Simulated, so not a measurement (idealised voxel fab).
Module name: voxel capacitor over wiring (process module)
We display cut, a cross-section 270 nm in width whose square cells are each 5 nm.
The cross-sections in this document take the form of a grid made of square cells. They are written out as bands, in order from top to bottom. Each band consists of one or more rows of cells. For a band, the entry starts with two heights in nm, that of the top and then that of the bottom, and carries on with the band's materials in order from left to right, each alongside its width in nm; the word "everywhere" beside a single material means it fills the band edge to edge, and "blank" means empty space. The reference from which all heights are counted is 0, the level beneath which the as-received wafer is entirely one material; the lowest band, having no lower bound, proceeds downward and is written after the example "0..down". Top row gets the first number, bottom row gets the second, and each row in between changes by the same step: that is how a band width like "30 to 40" works. "nothing different" for a step: no cell of the cross-section changed in that step. The entry titled "Unvented voids" provides the empty spaces that have no open way to the top, restricted to those of 8 cells or more. Each is presented as width x height at distance, the distance being measured from the left edge, with all three in nm. Post-settings text on a step line: simulator's own remark regarding the step. overlay nm: on a step with a mask, how far right of its planned place the mask lay; negative means left.
### Planned process steps
1,RECEIVE | material Si
2,CONFORMAL_DEP | material SiO2 | thk nm 10
3,CONFORMAL_DEP | material SiN | thk nm 5
4,DIRECTIONAL_DEP | material SiO2 | thk nm 20
5,DIRECTIONAL_DEP | material aC | thk nm 10
6,PATTERN | tone open | mask id METAL_1 | material resist | width nm 25 | pitch nm 90 | thk nm 25 | overlay nm 0
7,DIRECTIONAL_ETCH | etch materials aC | depth nm 10
8,STRIP | etch materials resist
9,DIRECTIONAL_ETCH | etch materials SiO2 | depth nm 20
10,DIRECTIONAL_ETCH | etch materials SiN | depth nm 5
11,STRIP | etch materials aC
12,CONFORMAL_DEP | material TiN | thk nm 5
13,FILL_DEP | material W | thk nm 10
14,CMP | height nm 35
15,CONFORMAL_DEP | material SiCN | thk nm 5
16,DIRECTIONAL_DEP | material lowk | thk nm 15
17,PATTERN | tone open | mask id PLUG_1 | material resist | width nm 15 | thk nm 15 | overlay nm 0
18,DIRECTIONAL_ETCH | etch materials lowk | depth nm 15
19,DIRECTIONAL_ETCH | etch materials SiCN | depth nm 5
20,STRIP | etch materials resist
21,EPI | material Ru | thk nm 10
22,EPI | material Ru | thk nm 10
23,DIRECTIONAL_DEP | material TiN | thk nm 10
24,DIRECTIONAL_DEP | material HfO2 | thk nm 5
25,DIRECTIONAL_DEP | material TiN | thk nm 5
26,PATTERN | tone cover | mask id UPPER_PLATE | material resist | width nm 70 | thk nm 15 | overlay nm 0
27,DIRECTIONAL_ETCH | etch materials TiN | depth nm 5
28,DIRECTIONAL_ETCH | etch materials HfO2 | depth nm 5
29,STRIP | etch materials resist
30,MASKED_ETCH | tone cover | mask id LOWER_PLATE | width nm 80 | etch materials TiN | depth nm 10 | overlay nm 0
31,FILL_DEP | material SiO2 | thk nm 20
32,CMP | height nm 90
33,MASKED_ETCH | tone open | mask id PLUG_2 | width nm 15 | etch materials SiO2 | depth nm 15 | overlay nm 0
34,CONFORMAL_DEP | material TiN | thk nm 5
35,FILL_DEP | material W | thk nm 5
36,CMP | height nm 90
37,CONFORMAL_DEP | material SiN | thk nm 5
### So this is the incoming wafer in cross-section - it's already been through step 1
- 0..down  Si everywhere
- Unvented voids: none
### Here's the wafer cut in cross-section after the module, started and planned just like above, except one thing was done wrong in the run
- 95..90  SiN everywhere
- 90..80  SiO2 95  TiN 5  W 5  TiN 5  SiO2 160
- 80..70  SiO2 95 to 85  TiN 15 to 70  SiO2 160 to 115
- 70..65  SiO2 85  HfO2 70  SiO2 115
- 65..55  SiO2 80  TiN 80  SiO2 110
- 55..40  lowk 85  Ru 15  lowk 170
- 40..35  SiCN 85  Ru 15  SiCN 170
- 35..25  SiO2 75  TiN 5  W 15  TiN 5  SiO2 65  TiN 5  W 15  TiN 5  SiO2 80
- 25..20  SiN 75  TiN 25  SiN 65  TiN 25  SiN 80
- 20..10  SiN everywhere
- 10..0  SiO2 everywhere
- 0..down  Si everywhere
- Unvented voids: none
What was done differently from what was planned? heads up, step 3 didn't go per plan, it actually ran as CONFORMAL_DEP | material SiN | thk nm 15
